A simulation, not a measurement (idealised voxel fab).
The name of this process module is voxel capacitor over wiring.
Section shown: cut. Width: 275 nm. Cell size: 5 nm, square.
A cross-section is written here as square cells arranged in a grid, and it is given in bands from the top down, each band taking up one or more rows of cells.
Within each band entry, the heights of the top and of the bottom of the band appear first, in that order and in nm; the materials of the band then follow from left to right, each with its corresponding width in nm. The designation "everywhere" on a single material indicates that it fills the band from edge to edge; the designation "blank" indicates empty space.
It should be noted that heights are counted from 0, beneath which the wafer as supplied is of one material throughout, and that the lowest band possesses no lower boundary but continues downward, as written in "top 0, no bottom".
It should be noted that a width expressed as "30->40" varies in equal increments from row to row of cells within the band, taking the value of the first number at the top row and that of the second number at the bottom row.
Where the words "nothing changed" appear for a step, the cross-section shows no cell changed by that step; every cell remained as before.
Empty spaces counting at least 8 cells and having no open way to the top are listed in "Sealed-off cavities". The notation width x height at distance is used for each, the distance being from the left edge and all three values in nm.
Formally, on a step line, whatever follows the settings is a remark that the simulator itself makes on the step.
On any step carrying a mask, the "overlay nm" setting, if present on the step's line, tells how far right of its planned place the mask lay; negative values point to the left.

Planned process steps
1) RECEIVE, material Si
2) CONFORMAL_DEP, material SiO2, thk nm 10
3) CONFORMAL_DEP, material SiCN, thk nm 5
4) DIRECTIONAL_DEP, material lowk, thk nm 20
5) MASKED_ETCH, tone open, mask id METAL_1, width nm 30, pitch nm 90, etch materials lowk, depth nm 20, overlay nm 0
6) MASKED_ETCH, tone open, mask id METAL_1, width nm 30, pitch nm 90, etch materials SiCN, depth nm 5, overlay nm 0
7) CONFORMAL_DEP, material TiN, thk nm 5
8) FILL_DEP, material Cu, thk nm 5
9) CMP, height nm 35
10) CONFORMAL_DEP, material SiCN, thk nm 5
11) DIRECTIONAL_DEP, material SiO2, thk nm 15
12) PATTERN, tone open, mask id PLUG_1, material resist, width nm 15, thk nm 20, overlay nm 0
13) DIRECTIONAL_ETCH, etch materials SiO2, depth nm 15
14) DIRECTIONAL_ETCH, etch materials SiCN, depth nm 5
15) STRIP, etch materials resist
16) CONFORMAL_DEP, material TiN, thk nm 5
17) FILL_DEP, material Ru, thk nm 10
18) CMP, height nm 55
19) DIRECTIONAL_DEP, material TiN, thk nm 5
20) DIRECTIONAL_DEP, material SiN, thk nm 5
21) DIRECTIONAL_DEP, material TiN, thk nm 5
22) MASKED_ETCH, tone cover, mask id UPPER_PLATE, width nm 65, etch materials TiN, depth nm 5, overlay nm 0
23) MASKED_ETCH, tone cover, mask id UPPER_PLATE, width nm 65, etch materials SiN, depth nm 5, overlay nm 0
24) PATTERN, tone cover, mask id LOWER_PLATE, material resist, width nm 75, thk nm 15, overlay nm 0
25) DIRECTIONAL_ETCH, etch materials TiN, depth nm 5
26) STRIP, etch materials resist
27) FILL_DEP, material SiO2, thk nm 20
28) CMP, height nm 85
29) MASKED_ETCH, tone open, mask id PLUG_2, width nm 15, etch materials SiO2, depth nm 15, overlay nm 0
30) CONFORMAL_DEP, material TiN, thk nm 5
31) FILL_DEP, material Ru, thk nm 5
32) CMP, height nm 85
33) CONFORMAL_DEP, material SiN, thk nm 5

Shown in cross-section is the wafer as received, that is, as it stands after step 1
* top 0, no bottom | Si everywhere
* Sealed-off cavities: none

End state of the module in cross-section, given the above starting point and plan and one mistake in execution
* top 95, bottom 90 | SiN everywhere
* top 90, bottom 85 | TiN 105 nm  Ru 5 nm  TiN 165 nm
* top 85, bottom 75 | SiO2 100 nm  TiN 5 nm  Ru 5 nm  TiN 5 nm  SiO2 160 nm
* top 75, bottom 65 | SiO2 100->90 nm  TiN 15->65 nm  SiO2 160->120 nm
* top 65, bottom 60 | SiO2 90 nm  SiN 65 nm  SiO2 120 nm
* top 60, bottom 55 | SiO2 85 nm  TiN 75 nm  SiO2 115 nm
* top 55, bottom 40 | SiO2 90 nm  TiN 5 nm  Ru 5 nm  TiN 5 nm  SiO2 170 nm
* top 40, bottom 35 | SiCN 90 nm  TiN 15 nm  SiCN 170 nm
* top 35, bottom 15 | lowk 75 nm  TiN 5 nm  Cu 20 nm  TiN 5 nm  lowk 60 nm  TiN 5 nm  Cu 20 nm  TiN 5 nm  lowk 80 nm
* top 15, bottom 10 | SiCN 75 nm  TiN 30 nm  SiCN 60 nm  TiN 30 nm  SiCN 80 nm
* top 10, bottom 0 | SiO2 everywhere
* top 0, no bottom | Si everywhere
* Sealed-off cavities: none
Where did the run depart from the plan? step 32 changed vs plan, executed as CMP, height nm 90
